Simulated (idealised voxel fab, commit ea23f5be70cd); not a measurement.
process module | voxel ribs on slabs
cross-section cut | 285 nm wide | cells 5 nm
A cross-section is a grid of square cells, given in bands from the top down. A band is one or more rows of cells.
Each band's line starts with the height of the band's top and of its bottom, in nm. Then come its materials from left to right, each with its width in nm. One material with "throughout" fills the band from edge to edge. "air" is empty space.
Height 0 is the level under which the wafer as received is all one material. The lowest band goes on downwards, as in "0 down".
A width such as "30 to 40" changes by the same amount from each row of cells to the next, from the band's top row to its bottom row.
"no change" after a step means that no cell of the cross-section changed.
closed voids: empty space of 8 cells or more with no open way to the top, each as width x height at its distance from the left edge, in nm
after a step's settings: what the simulator itself notes on the step
overlay nm, on a step with a mask: how far to the right of its planned place the mask lay; to the left if negative
plan
1 op RECEIVE | material Si
2 op DIRECTIONAL_DEP | material SiO2 | thk nm 30
3 op DIRECTIONAL_DEP | material SiN | thk nm 25
4 op DIRECTIONAL_DEP | material aC | thk nm 10
5 op PATTERN | tone cover | mask id RIB | material resist | width nm 30 | thk nm 25 | overlay nm 0
6 op DIRECTIONAL_ETCH | etch materials aC | depth nm 10
7 op STRIP | etch materials resist
8 op DIRECTIONAL_ETCH | etch materials SiN | depth nm 5
9 op STRIP | etch materials aC
10 op MASKED_ETCH | tone cover | mask id SLAB | width nm 60 | etch materials SiN | depth nm 20 | overlay nm 0
11 op FILL_DEP | material SiO2 | thk nm 25
12 op CMP | height nm 70
13 op DIRECTIONAL_DEP | material TiN | thk nm 10
14 op PATTERN | tone cover | mask id HEATER | material resist | width nm 40 | thk nm 20 | overlay nm 0
15 op DIRECTIONAL_ETCH | etch materials TiN | depth nm 10
16 op STRIP | etch materials resist
17 op CONFORMAL_DEP | material SiN | thk nm 5
as received, after step 1
  0 down: Si throughout
  closed voids: none
a wafer at the end: this start, this plan, one mistake
  85 to 80: air 115 | SiN 50 | air 120
  80 to 75: air 115 | SiN 5 | TiN 40 | SiN 5 | air 120
  75 to 70: SiN 120 | TiN 40 | SiN 125
  70 to 50: SiO2 throughout
  50 to 35: SiN 110 | SiO2 60 | SiN 115
  35 to 30: SiN 110 | SiO2 15 | SiN 30 | SiO2 15 | SiN 115
  30 to 0: SiO2 throughout
  0 down: Si throughout
  closed voids: none
what went wrong: step 10 ran as: op MASKED_ETCH | tone open | mask id SLAB | width nm 60 | etch materials SiN | depth nm 20 | overlay nm 0
